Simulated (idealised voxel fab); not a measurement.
A process module follows: voxel self aligned vias.
Each square cell in cross-section cut measures 5 nm, and the section as a whole is 225 nm wide.
Reading order for cross-sections: top band down to bottom band. Underlying form: a grid of square cells. Band size: one or more rows of cells.
In this notation a band is specified by the heights of its top and bottom, in that order and in nm, after which its materials appear from left to right, each paired with its width in nm. The word "full width" attached to a single material means that material fills the band from edge to edge; the word "air" stands for empty space.
For the purposes of this specification, 0 denotes the height below which the wafer in its as-received condition is composed wholly of one material, and the lowermost band, lacking a lower limit, extends downward without end, as expressed in "0 down".
Think of "30 to 40" as a width that walks from the first number to the second as you go down the band, top row to bottom row, taking equal-sized steps from row to row.
When a step is marked "identical to before", none of the cells in the cross-section changed during that step.
Entry "Trapped void list" = empty spaces >= 8 cells with no open way to the top; each as width x height at distance, distance from left edge, all nm.
On a step's line, text after the settings is the simulator commenting on that step.
overlay nm: mask offset rightward from planned place, masked step; negative means leftward offset.

List of planned process steps
| 1 | RECEIVE | material Si |
| 2 | CONFORMAL_DEP | material SiO2 | thk nm 10 |
| 3 | CONFORMAL_DEP | material SiCN | thk nm 5 |
| 4 | DIRECTIONAL_DEP | material lowk | thk nm 20 |
| 5 | DIRECTIONAL_DEP | material aC | thk nm 10 |
| 6 | PATTERN | tone open | mask id LINES | material resist | width nm 20 | pitch nm 55 | thk nm 25 | overlay nm 0 |
| 7 | DIRECTIONAL_ETCH | etch materials aC | depth nm 10 |
| 8 | STRIP | etch materials resist |
| 9 | DIRECTIONAL_ETCH | etch materials lowk | depth nm 20 |
| 10 | STRIP | etch materials aC |
| 11 | CONFORMAL_DEP | material TiN | thk nm 5 |
| 12 | FILL_DEP | material Ru | thk nm 10 |
| 13 | CMP | height nm 35 |
| 14 | SELECTIVE_ETCH | etch materials W Ru TiN | depth nm 5 |
| 15 | FILL_DEP | material SiN | thk nm 10 |
| 16 | CMP | height nm 35 |
| 17 | DIRECTIONAL_DEP | material lowk | thk nm 15 |
| 18 | DIRECTIONAL_DEP | material aC | thk nm 10 |
| 19 | PATTERN | tone open | mask id VIAS | material resist | width nm 40 | pitch nm 110 | thk nm 25 | overlay nm 0 |
| 20 | DIRECTIONAL_ETCH | etch materials aC | depth nm 10 |
| 21 | STRIP | etch materials resist |
| 22 | DIRECTIONAL_ETCH | etch materials lowk | depth nm 15 |
| 23 | DIRECTIONAL_ETCH | etch materials SiN | depth nm 5 |
| 24 | STRIP | etch materials aC |
| 25 | CONFORMAL_DEP | material TiN | thk nm 5 |
| 26 | FILL_DEP | material Ru | thk nm 10 |
| 27 | CMP | height nm 50 |
| 28 | CONFORMAL_DEP | material SiCN | thk nm 5 |

Received-state cross-section, reflecting completion of step 1
    0 down  Si full width
    Trapped void list: none

First of two wafers, end-of-module section, run followed plan
    55 to 50  SiCN full width
    50 to 40  lowk=35, TiN=5, Ru=30, TiN=5, lowk=70, TiN=5, Ru=30, TiN=5, lowk=40
    40 to 35  lowk=35, TiN=15, Ru=10, TiN=15, lowk=70, TiN=15, Ru=10, TiN=15, lowk=40
    35 to 30  lowk=45, TiN=20, lowk=35, SiN=20, lowk=35, TiN=20, lowk=50
    30 to 20  lowk=45, TiN=5, Ru=10, TiN=5, lowk=35, TiN=5, Ru=10, TiN=5, lowk=35, TiN=5, Ru=10, TiN=5, lowk=50
    20 to 15  lowk=45, TiN=20, lowk=35, TiN=20, lowk=35, TiN=20, lowk=50
    15 to 10  SiCN full width
    10 to 0  SiO2 full width
    0 down  Si full width
    Trapped void list: none

Second of two wafers, module complete, sectioned: it shares the first wafer's start and plan but was run with one mistake
    55 to 50  SiCN full width
    50 to 35  lowk=35, TiN=5, Ru=30, TiN=5, lowk=70, TiN=5, Ru=30, TiN=5, lowk=40
    35 to 30  lowk=35, TiN=40, lowk=25, SiN=20, lowk=25, TiN=40, lowk=40
    30 to 20  lowk=35, TiN=15, Ru=10, TiN=15, lowk=25, TiN=5, Ru=10, TiN=5, lowk=25, TiN=15, Ru=10, TiN=15, lowk=40
    20 to 15  lowk=45, TiN=20, lowk=35, TiN=20, lowk=35, TiN=20, lowk=50
    15 to 10  SiCN full width
    10 to 0  SiO2 full width
    0 down  Si full width
    Trapped void list: none
The plan and the run diverged here: the plan had its step 22 run twice
Final comparison by cell count, materials where the second wafer has more or fewer than the first: +8 Ru; +16 TiN; -24 lowk
